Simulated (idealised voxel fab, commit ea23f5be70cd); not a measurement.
Process module, titled voxel lift off
Square cells of 5 nm make up the cross-section cut, whose width is 185 nm.
When this document writes out a cross-section, it uses a grid of square cells and lists it as bands, beginning at the top and moving down, with a band standing for one or more rows of cells.
Heights first: top, then bottom, in nm. Then materials, left to right, each with a width in nm. "edge to edge" on a single material: fills the band edge to edge. "empty": empty space.
Zero point of the height axis is 0; under it, received wafer = one material. Lowest band: continues down indefinitely, "top 0, no bottom".
Width "30->40": first value at the band's top row of cells, second value at its bottom row, equal change from row to row.
When a step is marked "same as before", none of the cells in the cross-section changed during that step.
What "Closed empty spaces" gives you is every empty space of 8 cells or more that is cut off from the top. Each appears as width x height at distance, with the distance taken from the left edge and width, height and distance all in nm.
Heads up: the bit after the settings on a step's line is the simulator's remark on that step.
overlay nm: for a step with a mask, the amount by which the mask lay right of where it was planned; a negative amount means left of it.
THE FOLLOWING LIST GIVES THE PLANNED PROCESS STEPS
1) RECEIVE [material Si]
2) CONFORMAL_DEP [material SiN] [thk nm 10]
3) PATTERN [tone open] [mask id LINES] [material resist] [width nm 20] [pitch nm 40] [thk nm 20] [overlay nm 0]
4) DIRECTIONAL_DEP [material Ru] [thk nm 5]
5) STRIP [etch materials resist]
6) CONFORMAL_DEP [material SiN] [thk nm 10]
FIRST OF TWO WAFERS, WITH THE RUN CARRIED OUT AS PLANNED
AS RECEIVED, AFTER STEP 1
top 0, no bottom = Si edge to edge
Closed empty spaces: none
HOW THE WAFER STANDS IN SECTION AFTER STEP 2
top 10, bottom 0 = SiN edge to edge
Below 0 it's all the same as before, nothing changed down there.
HOW THE WAFER STANDS IN SECTION AFTER STEP 3
top 30, bottom 10 = 60 nm resist, then 20 nm empty, then 20 nm resist, then 20 nm empty, then 65 nm resist
Below 10 it's all the same as before, nothing changed down there.
HOW THE WAFER STANDS IN SECTION AFTER STEP 4
top 35, bottom 30 = 60 nm Ru, then 20 nm empty, then 20 nm Ru, then 20 nm empty, then 65 nm Ru
top 30, bottom 15 = 60 nm resist, then 20 nm empty, then 20 nm resist, then 20 nm empty, then 65 nm resist
top 15, bottom 10 = 60 nm resist, then 20 nm Ru, then 20 nm resist, then 20 nm Ru, then 65 nm resist
Below 10 it's all the same as before, nothing changed down there.
HOW THE WAFER STANDS IN SECTION AFTER STEP 5
top 15, bottom 10 = 60 nm empty, then 20 nm Ru, then 20 nm empty, then 20 nm Ru, then 65 nm empty
Below 10 it's all the same as before, nothing changed down there.
HOW THE WAFER STANDS IN SECTION AFTER STEP 6
top 25, bottom 20 = 50 nm empty, then 80 nm SiN, then 55 nm empty
top 20, bottom 15 = SiN edge to edge
top 15, bottom 10 = 60 nm SiN, then 20 nm Ru, then 20 nm SiN, then 20 nm Ru, then 65 nm SiN
Below 10 it's all the same as before, nothing changed down there.
THE SECOND WAFER WAS PREPARED FROM THE SAME STARTING POINT AND UNDER THE SAME PLAN AS THE FIRST; ITS PROCESSING CONTAINED ONE MISTAKE, AND IT REMAINS INDISTINGUISHABLE FROM THE FIRST WAFER UP TO AND INCLUDING STEP 3
SECOND WAFER SHOWN IN CROSS-SECTION AT THE TIME STEP 4 WAS SLATED TO END
top 35, bottom 30 = 60 nm SiN, then 20 nm empty, then 20 nm SiN, then 20 nm empty, then 65 nm SiN
top 30, bottom 15 = 60 nm resist, then 20 nm empty, then 20 nm resist, then 20 nm empty, then 65 nm resist
top 15, bottom 10 = 60 nm resist, then 20 nm SiN, then 20 nm resist, then 20 nm SiN, then 65 nm resist
Below 10 it's all the same as before, nothing changed down there.
SECOND WAFER SHOWN IN CROSS-SECTION AT THE TIME STEP 5 WAS SLATED TO END
top 15, bottom 10 = 60 nm empty, then 20 nm SiN, then 20 nm empty, then 20 nm SiN, then 65 nm empty
Below 10 it's all the same as before, nothing changed down there.
SECOND WAFER SHOWN IN CROSS-SECTION AT THE TIME STEP 6 WAS SLATED TO END
top 25, bottom 20 = 50 nm empty, then 80 nm SiN, then 55 nm empty
top 20, bottom 0 = SiN edge to edge
Below 0 it's all the same as before, nothing changed down there.
Diagnosis: step 4 changed vs plan, executed as DIRECTIONAL_DEP [material SiN] [thk nm 5]
Counted in cells at the end, the second wafer holds more or fewer of these materials than the first: Ru -8; SiN +8
